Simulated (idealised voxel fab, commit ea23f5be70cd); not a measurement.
process module | voxel self aligned vias
cross-section cut | 215 nm wide | cells 5 nm
A cross-section is a grid of square cells, given in bands from the top down. A band is one or more rows of cells.
Each band's line starts with the height of the band's top and of its bottom, in nm. Then come its materials from left to right, each with its width in nm. One material with "throughout" fills the band from edge to edge. "air" is empty space.
Height 0 is the level under which the wafer as received is all one material. The lowest band goes on downwards, as in "0 down".
A width such as "30 to 40" changes by the same amount from each row of cells to the next, from the band's top row to its bottom row.
"no change" after a step means that no cell of the cross-section changed.
closed voids: empty space of 8 cells or more with no open way to the top, each as width x height at its distance from the left edge, in nm
after a step's settings: what the simulator itself notes on the step
overlay nm, on a step with a mask: how far to the right of its planned place the mask lay; to the left if negative
plan
1 op RECEIVE | material Si
2 op CONFORMAL_DEP | material SiO2 | thk nm 10
3 op CONFORMAL_DEP | material SiCN | thk nm 5
4 op DIRECTIONAL_DEP | material lowk | thk nm 30
5 op MASKED_ETCH | tone open | mask id LINES | width nm 25 | pitch nm 50 | etch materials lowk | depth nm 30 | overlay nm 0
6 op CONFORMAL_DEP | material TiN | thk nm 5
7 op FILL_DEP | material Ru | thk nm 5
8 op CMP | height nm 45
9 op SELECTIVE_ETCH | etch materials W Ru TiN | depth nm 5
10 op FILL_DEP | material SiN | thk nm 10
11 op CMP | height nm 45
12 op DIRECTIONAL_DEP | material lowk | thk nm 15
13 op PATTERN | tone open | mask id VIAS | material resist | width nm 35 | thk nm 15 | overlay nm 0
14 op DIRECTIONAL_ETCH | etch materials lowk | depth nm 15
15 op DIRECTIONAL_ETCH | etch materials SiN | depth nm 5
16 op STRIP | etch materials resist
17 op CONFORMAL_DEP | material TiN | thk nm 5
18 op FILL_DEP | material Cu | thk nm 10
19 op CMP | height nm 60
20 op CONFORMAL_DEP | material SiCN | thk nm 5
as received, after step 1
  0 down: Si throughout
  closed voids: none
a wafer at the end: this start, this plan, one mistake
  65 to 60: SiCN throughout
  60 to 50: lowk 65 | TiN 5 | Cu 25 | TiN 5 | lowk 115
  50 to 45: lowk 65 | TiN 15 | Cu 10 | TiN 10 | lowk 115
  45 to 40: lowk 75 | TiN 20 | lowk 30 | SiN 20 | lowk 70
  40 to 20: lowk 75 | TiN 5 | Ru 10 | TiN 5 | lowk 30 | TiN 5 | Ru 10 | TiN 5 | lowk 70
  20 to 15: lowk 75 | TiN 20 | lowk 30 | TiN 20 | lowk 70
  15 to 10: SiCN throughout
  10 to 0: SiO2 throughout
  0 down: Si throughout
  closed voids: none
what went wrong: step 5 ran as: op MASKED_ETCH | tone open | mask id LINES | width nm 20 | pitch nm 50 | etch materials lowk | depth nm 30 | overlay nm 0
